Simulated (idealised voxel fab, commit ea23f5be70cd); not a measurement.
Title: Process Module voxel spacer lines
It is cross-section cut that appears here, measuring 180 nm in width, its square cells being 5 nm in size.
Square cells in a grid make up a cross-section in this document, and the grid is given as bands, listed from the top down, each one or more rows of cells. Within each band entry, the heights of the top and of the bottom of the band appear first, in that order and in nm; the materials of the band then follow from left to right, each with its corresponding width in nm. The designation "throughout" on a single material indicates that it fills the band from edge to edge; the designation "empty" indicates empty space. Zero point of the height axis is 0; under it, received wafer = one material. Lowest band: continues down indefinitely, "0 down". Quick explanation for "30 to 40": the width changes in equal steps down the rows of cells, from the first number in the band's top row to the second number in its bottom row. It should be understood that the words "nothing changed", when stated for a given step, signify that the cross-section underwent no change in any of its cells during that step. Empty spaces without an open route to the top, at least 8 cells in extent, make up the entry "Enclosed void entries"; each is given as width x height at distance, where the distance is measured from the left edge, and all are in nm. It should be noted that, on the line of a given step, the content following the step's settings is a remark produced by the simulator itself with respect to that step. "overlay nm" denotes, for a step that has a mask, the displacement of the mask to the right of its planned place, with negative values corresponding to the left.

-- The following list gives the planned process steps
step 1: RECEIVE [material Si]
step 2: CONFORMAL_DEP [material Al2O3] [thk nm 5]
step 3: DIRECTIONAL_DEP [material TiN] [thk nm 15]
step 4: DIRECTIONAL_DEP [material polySi] [thk nm 25]
step 5: PATTERN [tone cover] [mask id MANDREL] [material resist] [width nm 25] [pitch nm 80] [thk nm 30] [overlay nm 0]
step 6: DIRECTIONAL_ETCH [etch materials polySi] [depth nm 25]
step 7: STRIP [etch materials resist]
step 8: CONFORMAL_DEP [material SiO2] [thk nm 15]
step 9: DIRECTIONAL_ETCH [etch materials SiO2] [depth nm 15]
step 10: STRIP [etch materials polySi]
step 11: DIRECTIONAL_ETCH [etch materials TiN] [depth nm 15]
step 12: STRIP [etch materials SiO2]

-- First wafer of two (run as planned)

-- As-received state of the wafer in cross-section, equivalent to post-step 1
- 0 down: Si throughout
- Enclosed void entries: none

-- Step 2 done - wafer cross-section
- 5 to 0: Al2O3 throughout
- Everything under 0 stays put, no change at all.

-- Step 3 done - wafer cross-section
- 20 to 5: TiN throughout
- Everything under 5 stays put, no change at all.

-- Step 4 done - wafer cross-section
- 45 to 20: polySi throughout
- Everything under 20 stays put, no change at all.

-- Step 5 done - wafer cross-section
- 75 to 45: empty 35 nm; resist 25 nm; empty 55 nm; resist 25 nm; empty 40 nm
- Everything under 45 stays put, no change at all.

-- Step 6 done - wafer cross-section
- 75 to 45: empty 35 nm; resist 25 nm; empty 55 nm; resist 25 nm; empty 40 nm
- 45 to 20: empty 35 nm; polySi 25 nm; empty 55 nm; polySi 25 nm; empty 40 nm
- Everything under 20 stays put, no change at all.

-- Step 7 done - wafer cross-section
- 45 to 20: empty 35 nm; polySi 25 nm; empty 55 nm; polySi 25 nm; empty 40 nm
- Everything under 20 stays put, no change at all.

-- Step 8 done - wafer cross-section
- 60 to 45: empty 20 nm; SiO2 55 nm; empty 25 nm; SiO2 55 nm; empty 25 nm
- 45 to 35: empty 20 nm; SiO2 15 nm; polySi 25 nm; SiO2 15 nm; empty 25 nm; SiO2 15 nm; polySi 25 nm; SiO2 15 nm; empty 25 nm
- 35 to 20: SiO2 35 nm; polySi 25 nm; SiO2 55 nm; polySi 25 nm; SiO2 40 nm
- Everything under 20 stays put, no change at all.

-- Step 9 done - wafer cross-section
- 45 to 20: empty 20 nm; SiO2 15 nm; polySi 25 nm; SiO2 15 nm; empty 25 nm; SiO2 15 nm; polySi 25 nm; SiO2 15 nm; empty 25 nm
- Everything under 20 stays put, no change at all.

-- Step 10 done - wafer cross-section
- 45 to 20: empty 20 nm; SiO2 15 nm; empty 25 nm; SiO2 15 nm; empty 25 nm; SiO2 15 nm; empty 25 nm; SiO2 15 nm; empty 25 nm
- Everything under 20 stays put, no change at all.

-- Step 11 done - wafer cross-section
- 45 to 20: empty 20 nm; SiO2 15 nm; empty 25 nm; SiO2 15 nm; empty 25 nm; SiO2 15 nm; empty 25 nm; SiO2 15 nm; empty 25 nm
- 20 to 5: empty 20 nm; TiN 15 nm; empty 25 nm; TiN 15 nm; empty 25 nm; TiN 15 nm; empty 25 nm; TiN 15 nm; empty 25 nm
- Everything under 5 stays put, no change at all.

-- Step 12 done - wafer cross-section
- 20 to 5: empty 20 nm; TiN 15 nm; empty 25 nm; TiN 15 nm; empty 25 nm; TiN 15 nm; empty 25 nm; TiN 15 nm; empty 25 nm
- Everything under 5 stays put, no change at all.

-- Wafer two of two - same starting point, same process plan, one mistake in execution; matches wafer one up to and including step 9

-- Cross-section, second wafer, at the end time the plan gives for step 10
- 45 to 20: empty 20 nm; SiO2 15 nm; polySi 25 nm; SiO2 15 nm; empty 25 nm; SiO2 15 nm; polySi 25 nm; SiO2 15 nm; empty 25 nm
- 20 to 5: empty 20 nm; TiN 55 nm; empty 25 nm; TiN 55 nm; empty 25 nm
- Everything under 5 stays put, no change at all.

-- Cross-section, second wafer, at the end time the plan gives for step 11
- 45 to 20: empty 20 nm; SiO2 15 nm; empty 25 nm; SiO2 15 nm; empty 25 nm; SiO2 15 nm; empty 25 nm; SiO2 15 nm; empty 25 nm
- Everything under 20 stays put, no change at all.

-- Cross-section, second wafer, at the end time the plan gives for step 12
- 20 to 5: empty 20 nm; TiN 55 nm; empty 25 nm; TiN 55 nm; empty 25 nm
- Everything under 5 stays put, no change at all.
The plan and the run diverged here: steps 10 and 11 were swapped
End of process, cell counts, second wafer against first, materials with more or fewer: TiN +30
